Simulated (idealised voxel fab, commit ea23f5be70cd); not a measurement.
The name of this process module is voxel ribs on slabs.
Square cells of 5 nm make up the cross-section cut, whose width is 185 nm.
Square cells in a grid make up a cross-section in this document, and the grid is given as bands, listed from the top down, each one or more rows of cells.
Within each band entry, the heights of the top and of the bottom of the band appear first, in that order and in nm; the materials of the band then follow from left to right, each with its corresponding width in nm. The designation "edge to edge" on a single material indicates that it fills the band from edge to edge; the designation "air" indicates empty space.
Height 0 is the level under which the wafer as received is all one material. The lowest band goes on downwards, as in "0 nm and below".
Width: "30..40" (first number = top row, second number = bottom row, same change from row to row of cells).
You'll sometimes find "no alterations made" written for a step, and that's the way of saying that nowhere in the cross-section did a cell change during that step.
"Internal closed voids" lists enclosed empty spaces (at least 8 cells, no open path upward to the top), each as width x height at distance from the left edge, in nm.
On each step's line, the part that comes after the settings is the simulator's own comment on the step.
overlay nm: on a step with a mask, how far right of its planned place the mask lay; negative means left.

Process steps - plan
1) RECEIVE,material Si
2) DIRECTIONAL_DEP,material SiO2,thk nm 25
3) DIRECTIONAL_DEP,material polySi,thk nm 15
4) PATTERN,tone cover,mask id RIB,material resist,width nm 25,thk nm 15,overlay nm 0
5) DIRECTIONAL_ETCH,etch materials polySi,depth nm 10
6) STRIP,etch materials resist
7) MASKED_ETCH,tone cover,mask id SLAB,width nm 65,etch materials polySi,depth nm 5,overlay nm 0
8) FILL_DEP,material SiO2,thk nm 20
9) CMP,height nm 50
10) DIRECTIONAL_DEP,material TiN,thk nm 10
11) MASKED_ETCH,tone cover,mask id HEATER,width nm 35,etch materials TiN,depth nm 10,overlay nm -15
12) CONFORMAL_DEP,material SiN,thk nm 5
Keep in mind the plan's value for the overlay nm of step 11 comes from the first wafer; the wafers don't share that setting, but they do share the same starting point.

So this is the first of several wafers, cross-sectioned as it came to us, meaning it's at the end of step 1
  0 nm and below  Si edge to edge
  Internal closed voids: none

Here is how to read the rows: every wafer has a row, and it shows the wafer at the end of the module, giving for each material how many cells were gained (+) or lost (-) since the wafer was received, then listing its closed voids
overlay nm -15; +41 SiN; +347 SiO2; +14 TiN; +23 polySi; Internal closed voids: none
overlay nm -10; +41 SiN; +347 SiO2; +14 TiN; +23 polySi; Internal closed voids: none
overlay nm -5; +41 SiN; +347 SiO2; +14 TiN; +23 polySi; Internal closed voids: none
overlay nm 0; +41 SiN; +347 SiO2; +14 TiN; +23 polySi; Internal closed voids: none
overlay nm 5; +41 SiN; +347 SiO2; +14 TiN; +23 polySi; Internal closed voids: none
overlay nm 10; +41 SiN; +347 SiO2; +14 TiN; +23 polySi; Internal closed voids: none
overlay nm 15; +41 SiN; +347 SiO2; +14 TiN; +23 polySi; Internal closed voids: none
